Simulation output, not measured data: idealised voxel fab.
The name of this process module is voxel transistor to metal.
It is cross-section cut that appears here, measuring 170 nm in width, its square cells being 5 nm in size.
Throughout this document, each cross-section is represented as a grid of square cells and is presented as a sequence of bands enumerated from the top downward, where a band comprises one or more rows of cells. A band entry consists of two parts. The first gives the height of the band's top and the height of its bottom, in nm. The rest lists the band's materials from left to right, each with its width in nm. A single material labelled with the word "everywhere" fills the band from edge to edge, and the word "blank" marks empty space. Height datum 0, below which the as-received substrate wafer is one material. Lowest band open at the bottom, running downward: "0 -> down". So if you see something like "30 to 40" for the width, read it as the top row of the band sitting at the first number and the bottom row at the second, with every row in between moving by the same amount as the last. "stayed the same" after a step means that no cell of the cross-section changed. Heads up: "Unvented voids" only lists the empty pockets with no open path to the top that are 8 cells or more, and it writes them as width x height at distance, distance from the left edge, in nm. Read whatever lies past the settings on a step's line as the simulator's own remark about the step. Regarding "overlay nm": on a step with a mask, it is the distance the mask lay to the right of its planned place; a negative value places it to the left.

-- Set out below are the planned steps of the process
1 RECEIVE: material Si
2 OXIDIZE: depth nm 5
3 CONFORMAL_DEP: material SiN, thk nm 15
4 PATTERN: tone cover, mask id ACTIVE, material resist, width nm 100, thk nm 15, overlay nm 0
5 DIRECTIONAL_ETCH: etch materials SiN, depth nm 15
6 DIRECTIONAL_ETCH: etch materials SiO2, depth nm 5
7 DIRECTIONAL_ETCH: etch materials Si, depth nm 25
8 STRIP: etch materials resist
9 OXIDIZE: depth nm 5
10 FILL_DEP: material SiO2, thk nm 5
11 CMP: height nm 15
12 SELECTIVE_ETCH: etch materials SiO2, depth nm 5
13 STRIP: etch materials SiN
14 SELECTIVE_ETCH: etch materials SiO2, depth nm 5
15 OXIDIZE: depth nm 5
16 DIRECTIONAL_DEP: material polySi, thk nm 30
17 DIRECTIONAL_DEP: material SiCN, thk nm 10
18 PATTERN: tone cover, mask id GATE, material resist, width nm 20, thk nm 15, overlay nm 0
19 DIRECTIONAL_ETCH: etch materials SiCN, depth nm 20
20 DIRECTIONAL_ETCH: etch materials polySi, depth nm 40
21 STRIP: etch materials resist
22 CONFORMAL_DEP: material SiO2, thk nm 5
23 DIRECTIONAL_ETCH: etch materials SiO2, depth nm 5
24 CONFORMAL_DEP: material SiN, thk nm 5
25 DIRECTIONAL_ETCH: etch materials SiN, depth nm 5
26 DIRECTIONAL_ETCH: etch materials SiO2, depth nm 5
27 DIRECTIONAL_ETCH: etch materials Si, depth nm 5
28 EPI: material pSi, thk nm 5
29 FILL_DEP: material SiO2, thk nm 10
30 CMP: height nm 35
31 DIRECTIONAL_DEP: material SiO2, thk nm 15
32 MASKED_ETCH: tone open, mask id CONTACT, width nm 30, pitch nm 60, etch materials SiO2, depth nm 60, overlay nm 0
33 CONFORMAL_DEP: material TiN, thk nm 5
34 FILL_DEP: material W, thk nm 5
35 CMP: height nm 50
36 CONFORMAL_DEP: material SiN, thk nm 5
37 DIRECTIONAL_DEP: material SiO2, thk nm 15
38 DIRECTIONAL_DEP: material aC, thk nm 15
39 PATTERN: tone open, mask id METAL_1, material resist, width nm 20, pitch nm 70, thk nm 30, overlay nm 0
40 DIRECTIONAL_ETCH: etch materials aC, depth nm 15
41 STRIP: etch materials resist
42 DIRECTIONAL_ETCH: etch materials SiO2, depth nm 15
43 DIRECTIONAL_ETCH: etch materials SiN, depth nm 5
44 STRIP: etch materials aC
45 CONFORMAL_DEP: material TiN, thk nm 5
46 FILL_DEP: material Cu, thk nm 5
47 CMP: height nm 70
48 CONFORMAL_DEP: material SiN, thk nm 5
Across this set of wafers, the varied parameter is the depth nm of step 14. Starting conditions are identical for every wafer, and the plan reports the value assigned to the first wafer.

-- Received condition of the first of several wafers, sectioned: post-step 1
* 0 -> down | Si everywhere
* Unvented voids: none

-- Module finished, last step 48 done: cross-section of the first of several wafers
* 75 -> 70 | SiN everywhere
* 70 -> 55 | SiO2 40 nm  TiN 5 nm  Cu 10 nm  TiN 5 nm  SiO2 50 nm  TiN 5 nm  Cu 10 nm  TiN 5 nm  SiO2 40 nm
* 55 -> 50 | SiN 40 nm  TiN 20 nm  SiN 50 nm  TiN 20 nm  SiN 40 nm
* 50 -> 40 | SiO2 40 nm  TiN 5 nm  W 20 nm  TiN 5 nm  SiO2 30 nm  TiN 5 nm  W 20 nm  TiN 5 nm  SiO2 40 nm
* 40 -> 35 | SiO2 40 nm  TiN 5 nm  W 15 nm  TiN 10 nm  SiO2 30 nm  TiN 10 nm  W 15 nm  TiN 5 nm  SiO2 40 nm
* 35 -> 25 | SiO2 40 nm  TiN 5 nm  W 15 nm  TiN 5 nm  SiN 5 nm  SiO2 5 nm  SiCN 20 nm  SiO2 5 nm  SiN 5 nm  TiN 5 nm  W 15 nm  TiN 5 nm  SiO2 40 nm
* 25 -> 5 | SiO2 40 nm  TiN 5 nm  W 15 nm  TiN 5 nm  SiN 5 nm  SiO2 5 nm  polySi 20 nm  SiO2 5 nm  SiN 5 nm  TiN 5 nm  W 15 nm  TiN 5 nm  SiO2 40 nm
* 5 -> -5 | SiO2 35 nm  SiN 5 nm  TiN 5 nm  W 15 to 10 nm  TiN 5 to 10 nm  SiN 5 nm  SiO2 5 nm  polySi 20 nm  SiO2 5 nm  SiN 5 nm  TiN 5 to 10 nm  W 15 to 10 nm  TiN 5 nm  SiN 5 nm  SiO2 35 nm
* -5 -> -10 | SiO2 40 nm  TiN 20 nm  pSi 5 nm  SiO2 40 nm  pSi 5 nm  TiN 20 nm  SiO2 40 nm
* -10 -> -15 | SiO2 40 nm  pSi 25 nm  Si 40 nm  pSi 25 nm  SiO2 40 nm
* -15 -> -35 | SiO2 40 nm  Si 90 nm  SiO2 40 nm
* -35 -> down | Si everywhere
* Unvented voids: none

-- Wafer cross-section (last wafer, module end)
* 75 -> 70 | SiN everywhere
* 70 -> 55 | SiO2 40 nm  TiN 5 nm  Cu 10 nm  TiN 5 nm  SiO2 50 nm  TiN 5 nm  Cu 10 nm  TiN 5 nm  SiO2 40 nm
* 55 -> 50 | SiN 40 nm  TiN 20 nm  SiN 50 nm  TiN 20 nm  SiN 40 nm
* 50 -> 40 | SiO2 40 nm  TiN 5 nm  W 20 nm  TiN 5 nm  SiO2 30 nm  TiN 5 nm  W 20 nm  TiN 5 nm  SiO2 40 nm
* 40 -> 35 | SiO2 40 nm  TiN 5 nm  W 15 nm  TiN 10 nm  SiO2 30 nm  TiN 10 nm  W 15 nm  TiN 5 nm  SiO2 40 nm
* 35 -> 25 | SiO2 40 nm  TiN 5 nm  W 15 nm  TiN 5 nm  SiN 5 nm  SiO2 5 nm  SiCN 20 nm  SiO2 5 nm  SiN 5 nm  TiN 5 nm  W 15 nm  TiN 5 nm  SiO2 40 nm
* 25 -> 0 | SiO2 40 nm  TiN 5 nm  W 15 nm  TiN 5 nm  SiN 5 nm  SiO2 5 nm  polySi 20 nm  SiO2 5 nm  SiN 5 nm  TiN 5 nm  W 15 nm  TiN 5 nm  SiO2 40 nm
* 0 -> -5 | SiO2 40 nm  TiN 5 nm  W 10 nm  TiN 10 nm  SiN 5 nm  SiO2 5 nm  polySi 20 nm  SiO2 5 nm  SiN 5 nm  TiN 10 nm  W 10 nm  TiN 5 nm  SiO2 40 nm
* -5 -> -10 | SiO2 30 nm  SiN 5 nm  SiO2 5 nm  TiN 20 nm  pSi 5 nm  SiO2 40 nm  pSi 5 nm  TiN 20 nm  SiO2 5 nm  SiN 5 nm  SiO2 30 nm
* -10 -> -15 | SiO2 20 nm  SiN 5 nm  SiO2 5 nm  SiN 5 nm  SiO2 10 nm  pSi 20 nm  Si 40 nm  pSi 20 nm  SiO2 10 nm  SiN 5 nm  SiO2 5 nm  SiN 5 nm  SiO2 20 nm
* -15 -> -20 | SiO2 20 nm  SiN 5 nm  SiO2 5 nm  SiN 5 nm  SiO2 10 nm  Si 80 nm  SiO2 10 nm  SiN 5 nm  SiO2 5 nm  SiN 5 nm  SiO2 20 nm
* -20 -> -25 | SiO2 45 nm  Si 80 nm  SiO2 45 nm
* -25 -> -35 | SiO2 40 nm  Si 90 nm  SiO2 40 nm
* -35 -> down | Si everywhere
* Unvented voids: none

-- The table below has one row for each wafer; a row shows, as of the end of the module, how many cells of each material the wafer has gained, marked (+), or lost, marked (-), since it was received, and then the wafer's closed voids
depth nm 5, +12 Cu, -158 Si, +8 SiCN, +80 SiN, +388 SiO2, +76 TiN, +68 W, +12 pSi, +24 polySi, Unvented voids: none
depth nm 10, +12 Cu, -158 Si, +8 SiCN, +80 SiN, +390 SiO2, +76 TiN, +68 W, +10 pSi, +24 polySi, Unvented voids: none
depth nm 15, +12 Cu, -160 Si, +8 SiCN, +84 SiN, +388 SiO2, +76 TiN, +68 W, +10 pSi, +24 polySi, Unvented voids: none
depth nm 20, +12 Cu, -162 Si, +8 SiCN, +86 SiN, +388 SiO2, +76 TiN, +68 W, +10 pSi, +24 polySi, Unvented voids: none
